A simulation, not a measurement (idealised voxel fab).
Title: Process Module voxel transistor to metal
285 nm wide, 5 nm square cells: that's cross-section cut.
Cross-section spec: square-cell grid; bands listed top down; each band is one or more rows.
For a band, the entry starts with two heights in nm, that of the top and then that of the bottom, and carries on with the band's materials in order from left to right, each alongside its width in nm; the word "throughout" beside a single material means it fills the band edge to edge, and "air" means empty space.
Convention: height 0 is the level below which the wafer, as received, is all one material. The lowest band does not terminate at the bottom but continues downward, represented as "z 0 and below".
With a width like "30..40", each row of cells in the band differs from the next by the same amount, the top row carrying the first number and the bottom row the second.
Step marked "everything unchanged"? Then no cell in the cross-section changed in it.
Entry "Sealed internal cavities". Content: empty spaces with no open connection to the top, size 8 cells or greater. Each: width x height at distance. Distance: from left edge. Unit: nm.
Read whatever lies past the settings on a step's line as the simulator's own remark about the step.
"overlay nm" answers the question of how far to the right of plan the mask lay on a step that has a mask, and when it is negative the answer is to the left.
Each of the pairs that make up the rest of this document says: here is the cross-section before one process step, here is the cross-section after it, drawn only down to the lowest band that changed, and here, under the pair, is the step lying between them with its settings. Different pairs may come from different runs of this module on the same starting wafer, so a pair continues from the pair above it only where its entry headed "Prior to step" says so.

PRIOR TO STEP
    z 75 to 55  resist 30 nm, then air 30 nm, then resist 30 nm, then air 30 nm, then resist 45 nm, then air 30 nm, then resist 30 nm, then air 30 nm, then resist 30 nm
    z 55 to 40  SiN throughout
    z 40 to 30  SiO2 50 nm, then SiN 10 nm, then SiO2 5 nm, then SiCN 20 nm, then SiO2 5 nm, then SiN 10 nm, then SiO2 85 nm, then SiN 10 nm, then SiO2 5 nm, then SiCN 20 nm, then SiO2 5 nm, then SiN 10 nm, then SiO2 50 nm
    z 30 to 5  SiO2 50 nm, then SiN 10 nm, then SiO2 5 nm, then polySi 20 nm, then SiO2 5 nm, then SiN 10 nm, then SiO2 85 nm, then SiN 10 nm, then SiO2 5 nm, then polySi 20 nm, then SiO2 5 nm, then SiN 10 nm, then SiO2 50 nm
    z 5 to 0  SiO2 20 nm, then SiN 10 nm, then SiO2 20 nm, then SiN 10 nm, then SiO2 5 nm, then polySi 20 nm, then SiO2 5 nm, then SiN 10 nm, then SiO2 20 nm, then SiN 10 nm, then SiO2 25 nm, then SiN 10 nm, then SiO2 20 nm, then SiN 10 nm, then SiO2 5 nm, then polySi 20 nm, then SiO2 5 nm, then SiN 10 nm, then SiO2 20 nm, then SiN 10 nm, then SiO2 20 nm
    z 0 to -5  SiO2 30 nm, then SiGe 20 nm, then SiO2 50 nm, then SiGe 20 nm, then SiO2 45 nm, then SiGe 20 nm, then SiO2 50 nm, then SiGe 20 nm, then SiO2 30 nm
    z -5 to -25  SiO2 20 nm, then Si 110 nm, then SiO2 25 nm, then Si 110 nm, then SiO2 20 nm
    z -25 and below  Si throughout
    Sealed internal cavities: none

POST-STEP CROSS-SECTION
    z 55 to 40  SiN throughout
    Below 40 it's all the same as before, nothing changed down there.
    Sealed internal cavities: none
The before and after cross-sections above are linked by STRIP with etch materials resist

Prior to step: The structure entering this step is exactly what the pair just above shows after its step.

POST-STEP CROSS-SECTION
    z 60 to 55  TiN throughout
    Below 55 it's all the same as before, nothing changed down there.
    Sealed internal cavities: none
The before and after cross-sections above are linked by CONFORMAL_DEP with material TiN, thk nm 5

Prior to step: The structure entering this step is exactly what the pair just above shows after its step.

POST-STEP CROSS-SECTION
    z 65 to 60  W throughout
    Below 60 it's all the same as before, nothing changed down there.
    Sealed internal cavities: none
The before and after cross-sections above are linked by FILL_DEP with material W, thk nm 5

Prior to step: The structure entering this step is exactly what the pair just above shows after its step.

POST-STEP CROSS-SECTION
    z 55 to 40  SiN throughout
    Below 40 it's all the same as before, nothing changed down there.
    Sealed internal cavities: none
The before and after cross-sections above are linked by CMP with height nm 55

Prior to step: The structure entering this step is exactly what the pair just above shows after its step.

POST-STEP CROSS-SECTION
    z 60 to 55  TiN throughout
    Below 55 it's all the same as before, nothing changed down there.
    Sealed internal cavities: none
The before and after cross-sections above are linked by DIRECTIONAL_DEP with material TiN, thk nm 5

Prior to step: The structure entering this step is exactly what the pair just above shows after its step.

POST-STEP CROSS-SECTION
    z 85 to 60  Ru throughout
    Below 60 it's all the same as before, nothing changed down there.
    Sealed internal cavities: none
The before and after cross-sections above are linked by DIRECTIONAL_DEP with material Ru, thk nm 25

Prior to step: The structure entering this step is exactly what the pair just above shows after its step.

POST-STEP CROSS-SECTION
    z 100 to 85  air 30 nm, then resist 20 nm, then air 50 nm, then resist 20 nm, then air 45 nm, then resist 20 nm, then air 50 nm, then resist 20 nm, then air 30 nm
    Below 85 it's all the same as before, nothing changed down there.
    Sealed internal cavities: none
The before and after cross-sections above are linked by PATTERN with tone cover, mask id METAL_1, material resist, width nm 20, thk nm 15, overlay nm 0

Prior to step: The structure entering this step is exactly what the pair just above shows after its step.

POST-STEP CROSS-SECTION
    z 100 to 85  air 30 nm, then resist 20 nm, then air 50 nm, then resist 20 nm, then air 45 nm, then resist 20 nm, then air 50 nm, then resist 20 nm, then air 30 nm
    z 85 to 60  air 30 nm, then Ru 20 nm, then air 50 nm, then Ru 20 nm, then air 45 nm, then Ru 20 nm, then air 50 nm, then Ru 20 nm, then air 30 nm
    Below 60 it's all the same as before, nothing changed down there.
    Sealed internal cavities: none
The before and after cross-sections above are linked by DIRECTIONAL_ETCH with etch materials Ru, depth nm 25

Prior to step: The structure entering this step is exactly what the pair just above shows after its step.

POST-STEP CROSS-SECTION
    z 100 to 85  air 30 nm, then resist 20 nm, then air 50 nm, then resist 20 nm, then air 45 nm, then resist 20 nm, then air 50 nm, then resist 20 nm, then air 30 nm
    z 85 to 60  air 30 nm, then Ru 20 nm, then air 50 nm, then Ru 20 nm, then air 45 nm, then Ru 20 nm, then air 50 nm, then Ru 20 nm, then air 30 nm
    z 60 to 55  air 30 nm, then TiN 20 nm, then air 50 nm, then TiN 20 nm, then air 45 nm, then TiN 20 nm, then air 50 nm, then TiN 20 nm, then air 30 nm
    Below 55 it's all the same as before, nothing changed down there.
    Sealed internal cavities: none
The before and after cross-sections above are linked by DIRECTIONAL_ETCH with etch materials TiN, depth nm 5

Prior to step: The structure entering this step is exactly what the pair just above shows after its step.

POST-STEP CROSS-SECTION
    z 85 to 60  air 30 nm, then Ru 20 nm, then air 50 nm, then Ru 20 nm, then air 45 nm, then Ru 20 nm, then air 50 nm, then Ru 20 nm, then air 30 nm
    Below 60 it's all the same as before, nothing changed down there.
    Sealed internal cavities: none
The before and after cross-sections above are linked by STRIP with etch materials resist

Prior to step: The structure entering this step is exactly what the pair just above shows after its step.

POST-STEP CROSS-SECTION
    z 90 to 85  SiO2 throughout
    z 85 to 60  SiO2 30 nm, then Ru 20 nm, then SiO2 50 nm, then Ru 20 nm, then SiO2 45 nm, then Ru 20 nm, then SiO2 50 nm, then Ru 20 nm, then SiO2 30 nm
    z 60 to 55  SiO2 30 nm, then TiN 20 nm, then SiO2 50 nm, then TiN 20 nm, then SiO2 45 nm, then TiN 20 nm, then SiO2 50 nm, then TiN 20 nm, then SiO2 30 nm
    Below 55 it's all the same as before, nothing changed down there.
    Sealed internal cavities: none
The before and after cross-sections above are linked by FILL_DEP with material SiO2, thk nm 5

Prior to step: The structure entering this step is exactly what the pair just above shows after its step.

POST-STEP CROSS-SECTION
    z 85 to 60  SiO2 30 nm, then Ru 20 nm, then SiO2 50 nm, then Ru 20 nm, then SiO2 45 nm, then Ru 20 nm, then SiO2 50 nm, then Ru 20 nm, then SiO2 30 nm
    Below 60 it's all the same as before, nothing changed down there.
    Sealed internal cavities: none
The before and after cross-sections above are linked by CMP with height nm 85

Prior to step: The structure entering this step is exactly what the pair just above shows after its step.

POST-STEP CROSS-SECTION
    z 90 to 85  SiCN throughout
    Below 85 it's all the same as before, nothing changed down there.
    Sealed internal cavities: none
The before and after cross-sections above are linked by CONFORMAL_DEP with material SiCN, thk nm 5

PRIOR TO STEP
    z 85 to 60  Ru throughout
    z 60 to 55  TiN throughout
    z 55 to 45  SiO2 30 nm, then TiN 5 nm, then W 20 nm, then TiN 5 nm, then SiO2 30 nm, then TiN 5 nm, then W 20 nm, then TiN 5 nm, then SiO2 45 nm, then TiN 5 nm, then W 20 nm, then TiN 5 nm, then SiO2 30 nm, then TiN 5 nm, then W 20 nm, then TiN 5 nm, then SiO2 30 nm
    z 45 to 40  SiO2 30 nm, then TiN 5 nm, then W 10 nm, then TiN 15 nm, then SiO2 30 nm, then TiN 15 nm, then W 10 nm, then TiN 5 nm, then SiO2 45 nm, then TiN 5 nm, then W 10 nm, then TiN 15 nm, then SiO2 30 nm, then TiN 15 nm, then W 10 nm, then TiN 5 nm, then SiO2 30 nm
    z 40 to 30  SiO2 30 nm, then TiN 5 nm, then W 10 nm, then TiN 5 nm, then SiN 10 nm, then SiO2 5 nm, then SiCN 20 nm, then SiO2 5 nm, then SiN 10 nm, then TiN 5 nm, then W 10 nm, then TiN 5 nm, then SiO2 45 nm, then TiN 5 nm, then W 10 nm, then TiN 5 nm, then SiN 10 nm, then SiO2 5 nm, then SiCN 20 nm, then SiO2 5 nm, then SiN 10 nm, then TiN 5 nm, then W 10 nm, then TiN 5 nm, then SiO2 30 nm
    z 30 to 5  SiO2 30 nm, then TiN 5 nm, then W 10 nm, then TiN 5 nm, then SiN 10 nm, then SiO2 5 nm, then polySi 20 nm, then SiO2 5 nm, then SiN 10 nm, then TiN 5 nm, then W 10 nm, then TiN 5 nm, then SiO2 45 nm, then TiN 5 nm, then W 10 nm, then TiN 5 nm, then SiN 10 nm, then SiO2 5 nm, then polySi 20 nm, then SiO2 5 nm, then SiN 10 nm, then TiN 5 nm, then W 10 nm, then TiN 5 nm, then SiO2 30 nm
    z 5 to 0  SiO2 20 nm, then SiN 10 nm, then TiN 20 nm, then SiN 10 nm, then SiO2 5 nm, then polySi 20 nm, then SiO2 5 nm, then SiN 10 nm, then TiN 20 nm, then SiN 10 nm, then SiO2 25 nm, then SiN 10 nm, then TiN 20 nm, then SiN 10 nm, then SiO2 5 nm, then polySi 20 nm, then SiO2 5 nm, then SiN 10 nm, then TiN 20 nm, then SiN 10 nm, then SiO2 20 nm
    z 0 to -5  SiO2 30 nm, then SiGe 20 nm, then SiO2 50 nm, then SiGe 20 nm, then SiO2 45 nm, then SiGe 20 nm, then SiO2 50 nm, then SiGe 20 nm, then SiO2 30 nm
    z -5 to -25  SiO2 20 nm, then Si 110 nm, then SiO2 25 nm, then Si 110 nm, then SiO2 20 nm
    z -25 and below  Si throughout
    Sealed internal cavities: none

POST-STEP CROSS-SECTION
    z 100 to 85  resist 30 nm, then air 20 nm, then resist 50 nm, then air 20 nm, then resist 45 nm, then air 20 nm, then resist 50 nm, then air 20 nm, then resist 30 nm
    Below 85 it's all the same as before, nothing changed down there.
    Sealed internal cavities: none
The before and after cross-sections above are linked by PATTERN with tone open, mask id METAL_1, material resist, width nm 20, thk nm 15, overlay nm 0

Prior to step: The structure entering this step is exactly what the pair just above shows after its step.

POST-STEP CROSS-SECTION
    z 100 to 85  resist 30 nm, then air 20 nm, then resist 50 nm, then air 20 nm, then resist 45 nm, then air 20 nm, then resist 50 nm, then air 20 nm, then resist 30 nm
    z 85 to 60  Ru 30 nm, then air 20 nm, then Ru 50 nm, then air 20 nm, then Ru 45 nm, then air 20 nm, then Ru 50 nm, then air 20 nm, then Ru 30 nm
    Below 60 it's all the same as before, nothing changed down there.
    Sealed internal cavities: none
The before and after cross-sections above are linked by DIRECTIONAL_ETCH with etch materials Ru, depth nm 25

Prior to step: The structure entering this step is exactly what the pair just above shows after its step.

POST-STEP CROSS-SECTION
    z 100 to 85  resist 30 nm, then air 20 nm, then resist 50 nm, then air 20 nm, then resist 45 nm, then air 20 nm, then resist 50 nm, then air 20 nm, then resist 30 nm
    z 85 to 60  Ru 30 nm, then air 20 nm, then Ru 50 nm, then air 20 nm, then Ru 45 nm, then air 20 nm, then Ru 50 nm, then air 20 nm, then Ru 30 nm
    z 60 to 55  TiN 30 nm, then air 20 nm, then TiN 50 nm, then air 20 nm, then TiN 45 nm, then air 20 nm, then TiN 50 nm, then air 20 nm, then TiN 30 nm
    Below 55 it's all the same as before, nothing changed down there.
    Sealed internal cavities: none
The before and after cross-sections above are linked by DIRECTIONAL_ETCH with etch materials TiN, depth nm 5

Prior to step: The structure entering this step is exactly what the pair just above shows after its step.

POST-STEP CROSS-SECTION
    z 85 to 60  Ru 30 nm, then air 20 nm, then Ru 50 nm, then air 20 nm, then Ru 45 nm, then air 20 nm, then Ru 50 nm, then air 20 nm, then Ru 30 nm
    Below 60 it's all the same as before, nothing changed down there.
    Sealed internal cavities: none
The before and after cross-sections above are linked by STRIP with etch materials resist

Prior to step: The structure entering this step is exactly what the pair just above shows after its step.

POST-STEP CROSS-SECTION
    z 90 to 85  SiO2 throughout
    z 85 to 60  Ru 30 nm, then SiO2 20 nm, then Ru 50 nm, then SiO2 20 nm, then Ru 45 nm, then SiO2 20 nm, then Ru 50 nm, then SiO2 20 nm, then Ru 30 nm
    z 60 to 55  TiN 30 nm, then SiO2 20 nm, then TiN 50 nm, then SiO2 20 nm, then TiN 45 nm, then SiO2 20 nm, then TiN 50 nm, then SiO2 20 nm, then TiN 30 nm
    Below 55 it's all the same as before, nothing changed down there.
    Sealed internal cavities: none
The before and after cross-sections above are linked by FILL_DEP with material SiO2, thk nm 5

Prior to step: The structure entering this step is exactly what the pair just above shows after its step.

POST-STEP CROSS-SECTION
    z 85 to 60  Ru 30 nm, then SiO2 20 nm, then Ru 50 nm, then SiO2 20 nm, then Ru 45 nm, then SiO2 20 nm, then Ru 50 nm, then SiO2 20 nm, then Ru 30 nm
    Below 60 it's all the same as before, nothing changed down there.
    Sealed internal cavities: none
The before and after cross-sections above are linked by CMP with height nm 85

Prior to step: The structure entering this step is exactly what the pair just above shows after its step.

POST-STEP CROSS-SECTION
    z 90 to 85  SiCN throughout
    Below 85 it's all the same as before, nothing changed down there.
    Sealed internal cavities: none
The before and after cross-sections above are linked by CONFORMAL_DEP with material SiCN, thk nm 5
